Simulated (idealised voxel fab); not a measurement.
process module | voxel ribs on slabs
cross-section cut | 275 nm wide | cells 5 nm
A cross-section is a grid of square cells, given in bands from the top down. A band is one or more rows of cells.
Each band's line starts with the height of the band's top and of its bottom, in nm. Then come its materials from left to right, each with its width in nm. One material with "throughout" fills the band from edge to edge. "air" is empty space.
Height 0 is the level under which the wafer as received is all one material. The lowest band goes on downwards, as in "0 down".
A width such as "30 to 40" changes by the same amount from each row of cells to the next, from the band's top row to its bottom row.
"no change" after a step means that no cell of the cross-section changed.
closed voids: empty space of 8 cells or more with no open way to the top, each as width x height at its distance from the left edge, in nm
after a step's settings: what the simulator itself notes on the step
overlay nm, on a step with a mask: how far to the right of its planned place the mask lay; to the left if negative
plan
1 op RECEIVE | material Si
2 op DIRECTIONAL_DEP | material SiO2 | thk nm 20
3 op DIRECTIONAL_DEP | material polySi | thk nm 15
4 op DIRECTIONAL_DEP | material aC | thk nm 15
5 op PATTERN | tone cover | mask id RIB | material resist | width nm 15 | thk nm 30 | overlay nm 0
6 op DIRECTIONAL_ETCH | etch materials aC | depth nm 15
7 op STRIP | etch materials resist
8 op DIRECTIONAL_ETCH | etch materials polySi | depth nm 10
9 op STRIP | etch materials aC
10 op MASKED_ETCH | tone cover | mask id SLAB | width nm 75 | etch materials polySi | depth nm 5 | overlay nm 0
11 op FILL_DEP | material SiO2 | thk nm 15
12 op CMP | height nm 45
13 op DIRECTIONAL_DEP | material W | thk nm 10
14 op MASKED_ETCH | tone cover | mask id HEATER | width nm 25 | etch materials W | depth nm 10 | overlay nm 0
15 op CONFORMAL_DEP | material SiO2 | thk nm 5
as received, after step 1
  0 down: Si throughout
  closed voids: none
a wafer at the end: this start, this plan, one mistake
  60 to 55: air 120 | SiO2 35 | air 120
  55 to 50: air 120 | SiO2 5 | W 25 | SiO2 5 | air 120
  50 to 45: SiO2 125 | W 25 | SiO2 125
  45 to 35: SiO2 throughout
  35 to 25: SiO2 130 | polySi 20 | SiO2 125
  25 to 20: SiO2 100 | polySi 75 | SiO2 100
  20 to 0: SiO2 throughout
  0 down: Si throughout
  closed voids: none
what went wrong: step 5 ran as: op PATTERN | tone cover | mask id RIB | material resist | width nm 20 | thk nm 30 | overlay nm 0
